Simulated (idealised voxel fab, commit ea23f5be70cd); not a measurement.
process module | voxel self aligned vias
cross-section cut | 190 nm wide | cells 5 nm
A cross-section is a grid of square cells, given in bands from the top down. A band is one or more rows of cells.
Each band's line starts with the height of the band's top and of its bottom, in nm. Then come its materials from left to right, each with its width in nm. One material with "throughout" fills the band from edge to edge. "air" is empty space.
Height 0 is the level under which the wafer as received is all one material. The lowest band goes on downwards, as in "0 down".
A width such as "30 to 40" changes by the same amount from each row of cells to the next, from the band's top row to its bottom row.
"no change" after a step means that no cell of the cross-section changed.
closed voids: empty space of 8 cells or more with no open way to the top, each as width x height at its distance from the left edge, in nm
after a step's settings: what the simulator itself notes on the step
overlay nm, on a step with a mask: how far to the right of its planned place the mask lay; to the left if negative
plan
1 op RECEIVE | material Si
2 op CONFORMAL_DEP | material SiO2 | thk nm 15
3 op CONFORMAL_DEP | material SiCN | thk nm 5
4 op DIRECTIONAL_DEP | material lowk | thk nm 25
5 op PATTERN | tone open | mask id LINES | material resist | width nm 30 | pitch nm 55 | thk nm 15 | overlay nm 0
6 op DIRECTIONAL_ETCH | etch materials lowk | depth nm 25
7 op STRIP | etch materials resist
8 op CONFORMAL_DEP | material TiN | thk nm 5
9 op FILL_DEP | material W | thk nm 10
10 op CMP | height nm 45
11 op SELECTIVE_ETCH | etch materials W Ru TiN | depth nm 5
12 op FILL_DEP | material SiN | thk nm 10
13 op CMP | height nm 45
14 op DIRECTIONAL_DEP | material lowk | thk nm 15
15 op MASKED_ETCH | tone open | mask id VIAS | width nm 40 | pitch nm 55 | etch materials lowk | depth nm 15 | overlay nm 0
16 op MASKED_ETCH | tone open | mask id VIAS | width nm 40 | pitch nm 55 | etch materials SiN | depth nm 5 | overlay nm 0
17 op CONFORMAL_DEP | material TiN | thk nm 5
18 op FILL_DEP | material Ru | thk nm 5
19 op CMP | height nm 60
20 op CONFORMAL_DEP | material SiCN | thk nm 5
first wafer, as planned
as received, after step 1
  0 down: Si throughout
  closed voids: none
after step 2
  15 to 0: SiO2 throughout
  below 0: unchanged
after step 3
  20 to 15: SiCN throughout
  below 15: unchanged
after step 4
  45 to 20: lowk throughout
  below 20: unchanged
after step 5
  60 to 45: resist 50 | air 30 | resist 25 | air 30 | resist 55
  below 45: unchanged
after step 6
  60 to 45: resist 50 | air 30 | resist 25 | air 30 | resist 55
  45 to 20: lowk 50 | air 30 | lowk 25 | air 30 | lowk 55
  below 20: unchanged
after step 7
  45 to 20: lowk 50 | air 30 | lowk 25 | air 30 | lowk 55
  below 20: unchanged
after step 8
  50 to 45: TiN 55 | air 20 | TiN 35 | air 20 | TiN 60
  45 to 25: lowk 50 | TiN 5 | air 20 | TiN 5 | lowk 25 | TiN 5 | air 20 | TiN 5 | lowk 55
  25 to 20: lowk 50 | TiN 30 | lowk 25 | TiN 30 | lowk 55
  below 20: unchanged
after step 9
  60 to 50: W throughout
  50 to 45: TiN 55 | W 20 | TiN 35 | W 20 | TiN 60
  45 to 25: lowk 50 | TiN 5 | W 20 | TiN 5 | lowk 25 | TiN 5 | W 20 | TiN 5 | lowk 55
  below 25: unchanged
after step 10
  45 to 25: lowk 50 | TiN 5 | W 20 | TiN 5 | lowk 25 | TiN 5 | W 20 | TiN 5 | lowk 55
  below 25: unchanged
after step 11
  45 to 40: lowk 50 | air 30 | lowk 25 | air 30 | lowk 55
  below 40: unchanged
after step 12
  55 to 45: SiN throughout
  45 to 40: lowk 50 | SiN 30 | lowk 25 | SiN 30 | lowk 55
  below 40: unchanged
after step 13
  45 to 40: lowk 50 | SiN 30 | lowk 25 | SiN 30 | lowk 55
  below 40: unchanged
after step 14
  60 to 45: lowk throughout
  below 45: unchanged
after step 15
  60 to 45: lowk 45 | air 40 | lowk 15 | air 40 | lowk 50
  below 45: unchanged
after step 16
  60 to 45: lowk 45 | air 40 | lowk 15 | air 40 | lowk 50
  45 to 40: lowk 50 | air 30 | lowk 25 | air 30 | lowk 55
  below 40: unchanged
after step 17
  65 to 60: TiN 50 | air 30 | TiN 25 | air 30 | TiN 55
  60 to 50: lowk 45 | TiN 5 | air 30 | TiN 5 | lowk 15 | TiN 5 | air 30 | TiN 5 | lowk 50
  50 to 45: lowk 45 | TiN 10 | air 20 | TiN 10 | lowk 15 | TiN 10 | air 20 | TiN 10 | lowk 50
  45 to 40: lowk 50 | TiN 30 | lowk 25 | TiN 30 | lowk 55
  below 40: unchanged
after step 18
  70 to 65: Ru throughout
  65 to 60: TiN 50 | Ru 30 | TiN 25 | Ru 30 | TiN 55
  60 to 50: lowk 45 | TiN 5 | Ru 30 | TiN 5 | lowk 15 | TiN 5 | Ru 30 | TiN 5 | lowk 50
  50 to 45: lowk 45 | TiN 10 | Ru 20 | TiN 10 | lowk 15 | TiN 10 | Ru 20 | TiN 10 | lowk 50
  below 45: unchanged
after step 19
  60 to 50: lowk 45 | TiN 5 | Ru 30 | TiN 5 | lowk 15 | TiN 5 | Ru 30 | TiN 5 | lowk 50
  below 50: unchanged
after step 20
  65 to 60: SiCN throughout
  below 60: unchanged
second wafer: like start, like plan, one mistake. Through step 2 it matches the first wafer
when step 3 should have ended
  40 to 15: lowk throughout
  below 15: unchanged
when step 4 should have ended
  45 to 40: SiCN throughout
  below 40: unchanged
when step 5 should have ended
  60 to 45: resist 50 | air 30 | resist 25 | air 30 | resist 55
  below 45: unchanged
when step 6 should have ended: no change
when step 7 should have ended
  45 to 40: SiCN throughout
  below 40: unchanged
when step 8 should have ended
  50 to 45: TiN throughout
  below 45: unchanged
when step 9 should have ended
  60 to 50: W throughout
  below 50: unchanged
when step 10 should have ended
  45 to 40: SiCN throughout
  below 40: unchanged
when step 11 should have ended: no change
when step 12 should have ended
  55 to 45: SiN throughout
  below 45: unchanged
when step 13 should have ended
  45 to 40: SiCN throughout
  below 40: unchanged
when step 14 should have ended
  60 to 45: lowk throughout
  below 45: unchanged
when step 15 should have ended
  60 to 45: lowk 45 | air 40 | lowk 15 | air 40 | lowk 50
  below 45: unchanged
when step 16 should have ended: no change
when step 17 should have ended
  65 to 60: TiN 50 | air 30 | TiN 25 | air 30 | TiN 55
  60 to 50: lowk 45 | TiN 5 | air 30 | TiN 5 | lowk 15 | TiN 5 | air 30 | TiN 5 | lowk 50
  50 to 45: lowk 45 | TiN 40 | lowk 15 | TiN 40 | lowk 50
  below 45: unchanged
when step 18 should have ended
  70 to 65: Ru throughout
  65 to 60: TiN 50 | Ru 30 | TiN 25 | Ru 30 | TiN 55
  60 to 50: lowk 45 | TiN 5 | Ru 30 | TiN 5 | lowk 15 | TiN 5 | Ru 30 | TiN 5 | lowk 50
  below 50: unchanged
when step 19 should have ended
  60 to 50: lowk 45 | TiN 5 | Ru 30 | TiN 5 | lowk 15 | TiN 5 | Ru 30 | TiN 5 | lowk 50
  below 50: unchanged
when step 20 should have ended
  65 to 60: SiCN throughout
  below 60: unchanged
what went wrong: steps 3 and 4 were swapped
at the end the second wafer has, in cells: 8 fewer of Ru | 28 fewer of TiN | 24 fewer of W | 60 more of lowk
